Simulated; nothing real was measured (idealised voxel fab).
Proc. module: voxel plated lines
We display cut, a cross-section 295 nm in width whose square cells are each 5 nm.
This document writes a cross-section as a grid whose cells are square, and gives it as bands, listed from the top down; one or more rows of cells form a band. Within each band entry, the heights of the top and of the bottom of the band appear first, in that order and in nm; the materials of the band then follow from left to right, each with its corresponding width in nm. The designation "throughout" on a single material indicates that it fills the band from edge to edge; the designation "air" indicates empty space. Beneath 0, the wafer as received is one material, and that level is where height counting begins. The lowest band goes on downward without a bottom; it is written like "top 0, no bottom". The notation "30 to 40" denotes a width that varies across the rows of cells in the band, beginning at the first number in the top row, finishing at the second number in the bottom row, and changing by an identical amount from each row to the next. Key: "nothing was modified" - step with no changed cell in the cross-section. The label "Closed voids list" introduces a list of the empty spaces, 8 cells or larger, that have no open way up to the top; each entry in it reads width x height at distance, where the distance is taken from the left edge and all three are stated in nm. Whatever follows a step's settings on its line is a remark the simulator itself makes about that step. "overlay nm" denotes, for a step that has a mask, the displacement of the mask to the right of its planned place, with negative values corresponding to the left.
## List of planned process steps
step 1: RECEIVE,material Si
step 2: CONFORMAL_DEP,material Al2O3,thk nm 15
step 3: DIRECTIONAL_DEP,material TiN,thk nm 5
step 4: PATTERN,tone open,mask id LINES,material resist,width nm 30,pitch nm 55,thk nm 20,overlay nm 0
step 5: EPI,material Ru,thk nm 5
step 6: STRIP,etch materials resist
step 7: DIRECTIONAL_ETCH,etch materials TiN,depth nm 5
step 8: CONFORMAL_DEP,material SiN,thk nm 10
## What follows covers the first of two wafers; it ran as planned
## Shown in cross-section is the wafer as received, that is, as it stands after step 1
	top 0, no bottom | Si throughout
	Closed voids list: none
## Upon completion of step 2, the wafer appears in cross-section as shown
	top 15, bottom 0 | Al2O3 throughout
	For the remainder of the cross-section, below 0, there is no change.
## Upon completion of step 3, the wafer appears in cross-section as shown
	top 20, bottom 15 | TiN throughout
	For the remainder of the cross-section, below 15, there is no change.
## Upon completion of step 4, the wafer appears in cross-section as shown
	top 40, bottom 20 | 105 of resist, 30 of air, 25 of resist, 30 of air, 105 of resist
	For the remainder of the cross-section, below 20, there is no change.
## Upon completion of step 5, the wafer appears in cross-section as shown
	top 40, bottom 25 | 105 of resist, 30 of air, 25 of resist, 30 of air, 105 of resist
	top 25, bottom 20 | 105 of resist, 30 of Ru, 25 of resist, 30 of Ru, 105 of resist
	For the remainder of the cross-section, below 20, there is no change.
## Upon completion of step 6, the wafer appears in cross-section as shown
	top 25, bottom 20 | 105 of air, 30 of Ru, 25 of air, 30 of Ru, 105 of air
	For the remainder of the cross-section, below 20, there is no change.
## Upon completion of step 7, the wafer appears in cross-section as shown
	top 25, bottom 20 | 105 of air, 30 of Ru, 25 of air, 30 of Ru, 105 of air
	top 20, bottom 15 | 105 of air, 30 of TiN, 25 of air, 30 of TiN, 105 of air
	For the remainder of the cross-section, below 15, there is no change.
## Upon completion of step 8, the wafer appears in cross-section as shown
	top 35, bottom 25 | 95 of air, 50 of SiN, 5 of air, 50 of SiN, 95 of air
	top 25, bottom 20 | 105 of SiN, 30 of Ru, 25 of SiN, 30 of Ru, 105 of SiN
	top 20, bottom 15 | 105 of SiN, 30 of TiN, 25 of SiN, 30 of TiN, 105 of SiN
	For the remainder of the cross-section, below 15, there is no change.
## Now the other wafer: same start, same recipe, but we messed up one thing when running it. Up to and including step 1 it's the same as the first one
## Planned end of step 2: second wafer, cross-section
	top 5, bottom 0 | TiN throughout
	For the remainder of the cross-section, below 0, there is no change.
## Planned end of step 3: second wafer, cross-section
	top 20, bottom 5 | Al2O3 throughout
	For the remainder of the cross-section, below 5, there is no change.
## Planned end of step 4: second wafer, cross-section
	top 40, bottom 20 | 105 of resist, 30 of air, 25 of resist, 30 of air, 105 of resist
	For the remainder of the cross-section, below 20, there is no change.
Planned end of step 5: second wafer, cross-section: nothing was modified
## Planned end of step 6: second wafer, cross-section
	top 20, bottom 5 | Al2O3 throughout
	For the remainder of the cross-section, below 5, there is no change.
Planned end of step 7: second wafer, cross-section: nothing was modified
## Planned end of step 8: second wafer, cross-section
	top 30, bottom 20 | SiN throughout
	For the remainder of the cross-section, below 20, there is no change.
The mistake made against the process plan was this: step 2 ran in the slot meant for step 3, and vice versa
Final comparison by cell count, materials where the second wafer has more or fewer than the first: -12 Ru, -16 SiN, +47 TiN
